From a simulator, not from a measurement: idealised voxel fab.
voxel spacer lines: a process module
This is section cut - it's 225 nm across, gridded in 5 nm square cells.
Cross-section = grid of square cells, listed top down in bands; band = one or more rows. Each band's line starts with the height of the band's top and of its bottom, in nm. Then come its materials from left to right, each with its width in nm. One material with "full width" fills the band from edge to edge. "blank" is empty space. We count height from 0. Below that, the starting wafer is all one material. The lowest band never ends at the bottom but goes on down; see "0 nm and below" for how that is written. So if you see something like "30 to 40" for the width, read it as the top row of the band sitting at the first number and the bottom row at the second, with every row in between moving by the same amount as the last. "nothing changed" means the step left every cell of the cross-section as it was. The entry "Closed empty spaces" lists the empty spaces that cover at least 8 cells and have no open path to the top. Each is written as width x height at distance, where the distance is measured from the left edge and all three values are in nm. Anything after a step's settings on that line? It's the simulator's own note about the step. Steps that use a mask can have "overlay nm" on their line. It says how far the mask sat to the right of where it was meant to be. Negative means to the left.

Planned step list for the process
1: RECEIVE [material Si]
2: CONFORMAL_DEP [material Al2O3] [thk nm 10]
3: DIRECTIONAL_DEP [material polySi] [thk nm 15]
4: DIRECTIONAL_DEP [material aC] [thk nm 30]
5: PATTERN [tone cover] [mask id MANDREL] [material resist] [width nm 15] [pitch nm 60] [thk nm 35] [overlay nm 0]
6: DIRECTIONAL_ETCH [etch materials aC] [depth nm 30]
7: STRIP [etch materials resist]
8: CONFORMAL_DEP [material SiO2] [thk nm 10]
9: DIRECTIONAL_ETCH [etch materials SiO2] [depth nm 10]
10: STRIP [etch materials aC]
11: DIRECTIONAL_ETCH [etch materials polySi] [depth nm 15]
12: STRIP [etch materials SiO2]
The width nm used in step 5 is not the same on every wafer, whereas the starting condition is; the value printed in the plan is the first wafer's.

First of several wafers (as received, post step 1), cross-sectional view
  0 nm and below  Si full width
  Closed empty spaces: none

The rows of the table below are wafers. Looking at the end of the module, a row counts, for every material, the cells the wafer has gained, shown as (+), or lost, shown as (-), since it was received; its closed voids come next
width nm 15, +90 Al2O3, +24 polySi, Closed empty spaces: none
width nm 20, +90 Al2O3, +24 polySi, Closed empty spaces: none
width nm 25, +90 Al2O3, +24 polySi, Closed empty spaces: none
width nm 30, +90 Al2O3, +24 polySi, Closed empty spaces: none
width nm 35, +90 Al2O3, +24 polySi, Closed empty spaces: none
